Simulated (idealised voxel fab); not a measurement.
Documented hereafter: the process module known as voxel ribs on slabs.
cross-section cut | 255 nm wide | cells 5 nm
Square cells in a grid make up a cross-section in this document, and the grid is given as bands, listed from the top down, each one or more rows of cells.
Each band's line starts with the height of the band's top and of its bottom, in nm. Then come its materials from left to right, each with its width in nm. One material with "edge to edge" fills the band from edge to edge. "empty" is empty space.
It should be noted that heights are counted from 0, beneath which the wafer as supplied is of one material throughout, and that the lowest band possesses no lower boundary but continues downward, as written in "0 -> down".
Per-row width for "30->40": begins at first number (top row of band), ends at second number (bottom row), increment between rows held constant.
No cell of the cross-section changed in a step that is given as "nothing changed".
You'll see "Closed internal cavities" listing empty spaces that have no way open to the top, as long as they're 8 cells or more; the notation is width x height at distance, where the distance is from the left edge, and all of it is in nm.
The remark found on a step's line after its settings is issued by the simulator itself and pertains to that step.
For masked steps, "overlay nm" on the step line gives how far right of plan the mask actually lay; a minus sign means it lay to the left.
Plan
1. RECEIVE,material Si
2. DIRECTIONAL_DEP,material SiO2,thk nm 20
3. DIRECTIONAL_DEP,material SiN,thk nm 20
4. DIRECTIONAL_DEP,material aC,thk nm 10
5. PATTERN,tone cover,mask id RIB,material resist,width nm 15,thk nm 25,overlay nm 0
6. DIRECTIONAL_ETCH,etch materials aC,depth nm 10
7. STRIP,etch materials resist
8. DIRECTIONAL_ETCH,etch materials SiN,depth nm 10
9. STRIP,etch materials aC
10. PATTERN,tone cover,mask id SLAB,material resist,width nm 75,thk nm 20,overlay nm 0
11. DIRECTIONAL_ETCH,etch materials SiN,depth nm 10
12. STRIP,etch materials resist
13. FILL_DEP,material SiO2,thk nm 20
14. CMP,height nm 50
15. DIRECTIONAL_DEP,material W,thk nm 10
16. MASKED_ETCH,tone cover,mask id HEATER,width nm 15,etch materials W,depth nm 10,overlay nm 0
17. CONFORMAL_DEP,material SiO2,thk nm 5
The wafers in this document start out alike and differ in the width nm applied at step 16; the plan shows the value used for the first wafer.
As-received cross-section, first of several wafers, post step 1
  0 -> down | Si edge to edge
  Closed internal cavities: none
Depicted here is the first of several wafers in cross-section, at module completion following the last step, step 17
  65 -> 60 | 115 nm empty; 25 nm SiO2; 115 nm empty
  60 -> 55 | 115 nm empty; 5 nm SiO2; 15 nm W; 5 nm SiO2; 115 nm empty
  55 -> 50 | 120 nm SiO2; 15 nm W; 120 nm SiO2
  50 -> 40 | SiO2 edge to edge
  40 -> 30 | 120 nm SiO2; 15 nm SiN; 120 nm SiO2
  30 -> 20 | 90 nm SiO2; 75 nm SiN; 90 nm SiO2
  20 -> 0 | SiO2 edge to edge
  0 -> down | Si edge to edge
  Closed internal cavities: none
Of the several wafers, the last: cross-section at the end of the module
  65 -> 60 | 105 nm empty; 50 nm SiO2; 100 nm empty
  60 -> 55 | 105 nm empty; 5 nm SiO2; 40 nm W; 5 nm SiO2; 100 nm empty
  55 -> 50 | 110 nm SiO2; 40 nm W; 105 nm SiO2
  50 -> 40 | SiO2 edge to edge
  40 -> 30 | 120 nm SiO2; 15 nm SiN; 120 nm SiO2
  30 -> 20 | 90 nm SiO2; 75 nm SiN; 90 nm SiO2
  20 -> 0 | SiO2 edge to edge
  0 -> down | Si edge to edge
  Closed internal cavities: none
Note: the following table is arranged by wafer, a row apiece. Each row reports the end-of-module state: per material, cells gained (+) or cells lost (-) compared with the wafer as received; closed voids follow
width nm 15; +36 SiN; +529 SiO2; +6 W; Closed internal cavities: none
width nm 20; +36 SiN; +529 SiO2; +8 W; Closed internal cavities: none
width nm 25; +36 SiN; +529 SiO2; +10 W; Closed internal cavities: none
width nm 30; +36 SiN; +529 SiO2; +12 W; Closed internal cavities: none
width nm 35; +36 SiN; +529 SiO2; +14 W; Closed internal cavities: none
width nm 40; +36 SiN; +529 SiO2; +16 W; Closed internal cavities: none
